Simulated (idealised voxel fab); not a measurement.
The process module that follows is named voxel self aligned contacts.
Square cell edge 5 nm, section width 195 nm, ID cut.
Think of the cross-section as a grid of square cells. We describe it in bands, top to bottom, and each band covers one or more rows of those cells.
Per band: top height and bottom height in nm, followed by the left-to-right materials and their widths in nm; "everywhere" marks a single material spanning edge to edge, "empty" marks empty space.
Heads up on the height convention: 0 is the point under which the incoming wafer is all one material, and the lowest band has no bottom, it just keeps going down, like "z 0 and below".
The two numbers in a width such as "30 to 40" mark its ends across the band: the first belongs to the top row of cells, the second to the bottom row, and from each row to the next the width moves by the same amount.
"nothing was modified" (step): cross-section cells unchanged, all of them.
Empty spaces counting at least 8 cells and having no open way to the top are listed in "Closed void list". The notation width x height at distance is used for each, the distance being from the left edge and all three values in nm.
It should be noted that, on the line of a given step, the content following the step's settings is a remark produced by the simulator itself with respect to that step.
What "overlay nm" on a step's line means: if the step has a mask, that mask lay this far to the right of its planned place, or, when the value is negative, to the left.

Plan
step 1: RECEIVE with material Si
step 2: OXIDIZE with depth nm 5
step 3: DIRECTIONAL_DEP with material polySi, thk nm 20
step 4: DIRECTIONAL_DEP with material SiN, thk nm 20
step 5: DIRECTIONAL_DEP with material aC, thk nm 15
step 6: PATTERN with tone cover, mask id GATE, material resist, width nm 25, pitch nm 65, thk nm 30, overlay nm 0
step 7: DIRECTIONAL_ETCH with etch materials aC, depth nm 15
step 8: STRIP with etch materials resist
step 9: DIRECTIONAL_ETCH with etch materials SiN, depth nm 20
step 10: DIRECTIONAL_ETCH with etch materials polySi, depth nm 20
step 11: STRIP with etch materials aC
step 12: CONFORMAL_DEP with material SiN, thk nm 10
step 13: DIRECTIONAL_ETCH with etch materials SiN, depth nm 10
step 14: FILL_DEP with material SiO2, thk nm 20
step 15: CMP with height nm 50
step 16: PATTERN with tone open, mask id CONTACT, material resist, width nm 50, pitch nm 65, thk nm 20, overlay nm 0
step 17: DIRECTIONAL_ETCH with etch materials SiO2, depth nm 55
step 18: STRIP with etch materials resist
step 19: CONFORMAL_DEP with material TiN, thk nm 5
step 20: FILL_DEP with material Ru, thk nm 5
step 21: CMP with height nm 50
step 22: CONFORMAL_DEP with material SiCN, thk nm 5

First wafer, as planned

As received (post step 1): cross-section
	z 0 and below: Si everywhere
	Closed void list: none

You're looking at a cross-section of the wafer after step 2
	z 0 to -5: SiO2 everywhere
	Whatever lies below -5 is exactly as it was before.

You're looking at a cross-section of the wafer after step 3
	z 20 to 0: polySi everywhere
	Whatever lies below 0 is exactly as it was before.

You're looking at a cross-section of the wafer after step 4
	z 40 to 20: SiN everywhere
	Whatever lies below 20 is exactly as it was before.

You're looking at a cross-section of the wafer after step 5
	z 55 to 40: aC everywhere
	Whatever lies below 40 is exactly as it was before.

You're looking at a cross-section of the wafer after step 6
	z 85 to 55: 20 nm empty  25 nm resist  40 nm empty  25 nm resist  40 nm empty  25 nm resist  20 nm empty
	Whatever lies below 55 is exactly as it was before.

You're looking at a cross-section of the wafer after step 7
	z 70 to 55: 20 nm empty  25 nm resist  40 nm empty  25 nm resist  40 nm empty  25 nm resist  20 nm empty
	z 55 to 40: 20 nm empty  25 nm aC  40 nm empty  25 nm aC  40 nm empty  25 nm aC  20 nm empty
	Whatever lies below 40 is exactly as it was before.

You're looking at a cross-section of the wafer after step 8
	z 55 to 40: 20 nm empty  25 nm aC  40 nm empty  25 nm aC  40 nm empty  25 nm aC  20 nm empty
	Whatever lies below 40 is exactly as it was before.

You're looking at a cross-section of the wafer after step 9
	z 55 to 40: 20 nm empty  25 nm aC  40 nm empty  25 nm aC  40 nm empty  25 nm aC  20 nm empty
	z 40 to 20: 20 nm empty  25 nm SiN  40 nm empty  25 nm SiN  40 nm empty  25 nm SiN  20 nm empty
	Whatever lies below 20 is exactly as it was before.

You're looking at a cross-section of the wafer after step 10
	z 55 to 40: 20 nm empty  25 nm aC  40 nm empty  25 nm aC  40 nm empty  25 nm aC  20 nm empty
	z 40 to 20: 20 nm empty  25 nm SiN  40 nm empty  25 nm SiN  40 nm empty  25 nm SiN  20 nm empty
	z 20 to 0: 20 nm empty  25 nm polySi  40 nm empty  25 nm polySi  40 nm empty  25 nm polySi  20 nm empty
	Whatever lies below 0 is exactly as it was before.

You're looking at a cross-section of the wafer after step 11
	z 40 to 20: 20 nm empty  25 nm SiN  40 nm empty  25 nm SiN  40 nm empty  25 nm SiN  20 nm empty
	Whatever lies below 20 is exactly as it was before.

You're looking at a cross-section of the wafer after step 12
	z 50 to 20: 10 nm empty  45 nm SiN  20 nm empty  45 nm SiN  20 nm empty  45 nm SiN  10 nm empty
	z 20 to 10: 10 nm empty  10 nm SiN  25 nm polySi  10 nm SiN  20 nm empty  10 nm SiN  25 nm polySi  10 nm SiN  20 nm empty  10 nm SiN  25 nm polySi  10 nm SiN  10 nm empty
	z 10 to 0: 20 nm SiN  25 nm polySi  40 nm SiN  25 nm polySi  40 nm SiN  25 nm polySi  20 nm SiN
	Whatever lies below 0 is exactly as it was before.

You're looking at a cross-section of the wafer after step 13
	z 40 to 20: 10 nm empty  45 nm SiN  20 nm empty  45 nm SiN  20 nm empty  45 nm SiN  10 nm empty
	z 20 to 0: 10 nm empty  10 nm SiN  25 nm polySi  10 nm SiN  20 nm empty  10 nm SiN  25 nm polySi  10 nm SiN  20 nm empty  10 nm SiN  25 nm polySi  10 nm SiN  10 nm empty
	Whatever lies below 0 is exactly as it was before.

You're looking at a cross-section of the wafer after step 14
	z 60 to 40: SiO2 everywhere
	z 40 to 20: 10 nm SiO2  45 nm SiN  20 nm SiO2  45 nm SiN  20 nm SiO2  45 nm SiN  10 nm SiO2
	z 20 to 0: 10 nm SiO2  10 nm SiN  25 nm polySi  10 nm SiN  20 nm SiO2  10 nm SiN  25 nm polySi  10 nm SiN  20 nm SiO2  10 nm SiN  25 nm polySi  10 nm SiN  10 nm SiO2
	Whatever lies below 0 is exactly as it was before.

You're looking at a cross-section of the wafer after step 15
	z 50 to 40: SiO2 everywhere
	Whatever lies below 40 is exactly as it was before.

You're looking at a cross-section of the wafer after step 16
	z 70 to 50: 40 nm resist  50 nm empty  15 nm resist  50 nm empty  40 nm resist
	Whatever lies below 50 is exactly as it was before.

You're looking at a cross-section of the wafer after step 17
	z 70 to 50: 40 nm resist  50 nm empty  15 nm resist  50 nm empty  40 nm resist
	z 50 to 40: 40 nm SiO2  50 nm empty  15 nm SiO2  50 nm empty  40 nm SiO2
	z 40 to 20: 10 nm SiO2  45 nm SiN  20 nm empty  45 nm SiN  20 nm empty  45 nm SiN  10 nm SiO2
	z 20 to 0: 10 nm SiO2  10 nm SiN  25 nm polySi  10 nm SiN  20 nm empty  10 nm SiN  25 nm polySi  10 nm SiN  20 nm empty  10 nm SiN  25 nm polySi  10 nm SiN  10 nm SiO2
	z 0 to -5: 55 nm SiO2  20 nm empty  45 nm SiO2  20 nm empty  55 nm SiO2
	Whatever lies below -5 is exactly as it was before.

You're looking at a cross-section of the wafer after step 18
	z 50 to 40: 40 nm SiO2  50 nm empty  15 nm SiO2  50 nm empty  40 nm SiO2
	Whatever lies below 40 is exactly as it was before.

You're looking at a cross-section of the wafer after step 19
	z 55 to 50: 45 nm TiN  40 nm empty  25 nm TiN  40 nm empty  45 nm TiN
	z 50 to 40: 40 nm SiO2  5 to 20 nm TiN  40 to 10 nm empty  5 to 20 nm TiN  15 nm SiO2  5 to 20 nm TiN  40 to 10 nm empty  5 to 20 nm TiN  40 nm SiO2
	z 40 to 20: 10 nm SiO2  45 nm SiN  5 nm TiN  10 nm empty  5 nm TiN  45 nm SiN  5 nm TiN  10 nm empty  5 nm TiN  45 nm SiN  10 nm SiO2
	z 20 to 0: 10 nm SiO2  10 nm SiN  25 nm polySi  10 nm SiN  5 nm TiN  10 nm empty  5 nm TiN  10 nm SiN  25 nm polySi  10 nm SiN  5 nm TiN  10 nm empty  5 nm TiN  10 nm SiN  25 nm polySi  10 nm SiN  10 nm SiO2
	z 0 to -5: 55 nm SiO2  20 nm TiN  45 nm SiO2  20 nm TiN  55 nm SiO2
	Whatever lies below -5 is exactly as it was before.

You're looking at a cross-section of the wafer after step 20
	z 60 to 55: Ru everywhere
	z 55 to 50: 45 nm TiN  40 nm Ru  25 nm TiN  40 nm Ru  45 nm TiN
	z 50 to 40: 40 nm SiO2  5 to 20 nm TiN  40 to 10 nm Ru  5 to 20 nm TiN  15 nm SiO2  5 to 20 nm TiN  40 to 10 nm Ru  5 to 20 nm TiN  40 nm SiO2
	z 40 to 20: 10 nm SiO2  45 nm SiN  5 nm TiN  10 nm Ru  5 nm TiN  45 nm SiN  5 nm TiN  10 nm Ru  5 nm TiN  45 nm SiN  10 nm SiO2
	z 20 to 0: 10 nm SiO2  10 nm SiN  25 nm polySi  10 nm SiN  5 nm TiN  10 nm Ru  5 nm TiN  10 nm SiN  25 nm polySi  10 nm SiN  5 nm TiN  10 nm Ru  5 nm TiN  10 nm SiN  25 nm polySi  10 nm SiN  10 nm SiO2
	Whatever lies below 0 is exactly as it was before.

You're looking at a cross-section of the wafer after step 21
	z 50 to 40: 40 nm SiO2  5 to 20 nm TiN  40 to 10 nm Ru  5 to 20 nm TiN  15 nm SiO2  5 to 20 nm TiN  40 to 10 nm Ru  5 to 20 nm TiN  40 nm SiO2
	Whatever lies below 40 is exactly as it was before.

You're looking at a cross-section of the wafer after step 22
	z 55 to 50: SiCN everywhere
	Whatever lies below 50 is exactly as it was before.

Second wafer - shared start and plan with the first - one error in running - same as the first up to step 8 inclusive

Cross-sectional view of the second wafer at the intended end time of process step 9
	z 55 to 40: 20 nm empty  25 nm aC  40 nm empty  25 nm aC  40 nm empty  25 nm aC  20 nm empty
	z 40 to 30: 20 nm empty  25 nm SiN  40 nm empty  25 nm SiN  40 nm empty  25 nm SiN  20 nm empty
	Whatever lies below 30 is exactly as it was before.

Cross-sectional view of the second wafer at the intended end time of process step 10: nothing was modified

Cross-sectional view of the second wafer at the intended end time of process step 11
	z 40 to 30: 20 nm empty  25 nm SiN  40 nm empty  25 nm SiN  40 nm empty  25 nm SiN  20 nm empty
	Whatever lies below 30 is exactly as it was before.

Cross-sectional view of the second wafer at the intended end time of process step 12
	z 50 to 40: 10 nm empty  45 nm SiN  20 nm empty  45 nm SiN  20 nm empty  45 nm SiN  10 nm empty
	z 40 to 20: SiN everywhere
	Whatever lies below 20 is exactly as it was before.

Cross-sectional view of the second wafer at the intended end time of process step 13
	z 40 to 30: 10 nm empty  45 nm SiN  20 nm empty  45 nm SiN  20 nm empty  45 nm SiN  10 nm empty
	Whatever lies below 30 is exactly as it was before.

Cross-sectional view of the second wafer at the intended end time of process step 14
	z 60 to 40: SiO2 everywhere
	z 40 to 30: 10 nm SiO2  45 nm SiN  20 nm SiO2  45 nm SiN  20 nm SiO2  45 nm SiN  10 nm SiO2
	Whatever lies below 30 is exactly as it was before.

Cross-sectional view of the second wafer at the intended end time of process step 15
	z 50 to 40: SiO2 everywhere
	Whatever lies below 40 is exactly as it was before.

Cross-sectional view of the second wafer at the intended end time of process step 16
	z 70 to 50: 40 nm resist  50 nm empty  15 nm resist  50 nm empty  40 nm resist
	Whatever lies below 50 is exactly as it was before.

Cross-sectional view of the second wafer at the intended end time of process step 17
	z 70 to 50: 40 nm resist  50 nm empty  15 nm resist  50 nm empty  40 nm resist
	z 50 to 40: 40 nm SiO2  50 nm empty  15 nm SiO2  50 nm empty  40 nm SiO2
	z 40 to 30: 10 nm SiO2  45 nm SiN  20 nm empty  45 nm SiN  20 nm empty  45 nm SiN  10 nm SiO2
	Whatever lies below 30 is exactly as it was before.

Cross-sectional view of the second wafer at the intended end time of process step 18
	z 50 to 40: 40 nm SiO2  50 nm empty  15 nm SiO2  50 nm empty  40 nm SiO2
	Whatever lies below 40 is exactly as it was before.

Cross-sectional view of the second wafer at the intended end time of process step 19
	z 55 to 50: 45 nm TiN  40 nm empty  25 nm TiN  40 nm empty  45 nm TiN
	z 50 to 40: 40 nm SiO2  5 to 20 nm TiN  40 to 10 nm empty  5 to 20 nm TiN  15 nm SiO2  5 to 20 nm TiN  40 to 10 nm empty  5 to 20 nm TiN  40 nm SiO2
	z 40 to 35: 10 nm SiO2  45 nm SiN  5 nm TiN  10 nm empty  5 nm TiN  45 nm SiN  5 nm TiN  10 nm empty  5 nm TiN  45 nm SiN  10 nm SiO2
	z 35 to 30: 10 nm SiO2  45 nm SiN  20 nm TiN  45 nm SiN  20 nm TiN  45 nm SiN  10 nm SiO2
	Whatever lies below 30 is exactly as it was before.

Cross-sectional view of the second wafer at the intended end time of process step 20
	z 60 to 55: Ru everywhere
	z 55 to 50: 45 nm TiN  40 nm Ru  25 nm TiN  40 nm Ru  45 nm TiN
	z 50 to 40: 40 nm SiO2  5 to 20 nm TiN  40 to 10 nm Ru  5 to 20 nm TiN  15 nm SiO2  5 to 20 nm TiN  40 to 10 nm Ru  5 to 20 nm TiN  40 nm SiO2
	z 40 to 35: 10 nm SiO2  45 nm SiN  5 nm TiN  10 nm Ru  5 nm TiN  45 nm SiN  5 nm TiN  10 nm Ru  5 nm TiN  45 nm SiN  10 nm SiO2
	Whatever lies below 35 is exactly as it was before.

Cross-sectional view of the second wafer at the intended end time of process step 21
	z 50 to 40: 40 nm SiO2  5 to 20 nm TiN  40 to 10 nm Ru  5 to 20 nm TiN  15 nm SiO2  5 to 20 nm TiN  40 to 10 nm Ru  5 to 20 nm TiN  40 nm SiO2
	Whatever lies below 40 is exactly as it was before.

Cross-sectional view of the second wafer at the intended end time of process step 22
	z 55 to 50: SiCN everywhere
	Whatever lies below 50 is exactly as it was before.
What was done differently from what was planned? it should be noted that step 9 was executed with settings other than those planned, the operation and settings actually applied being DIRECTIONAL_ETCH with etch materials SiN, depth nm 10
Final wafer comparison in cells, second versus first, more or fewer per material: -28 Ru, -24 SiN, -16 SiO2, -28 TiN, +96 polySi
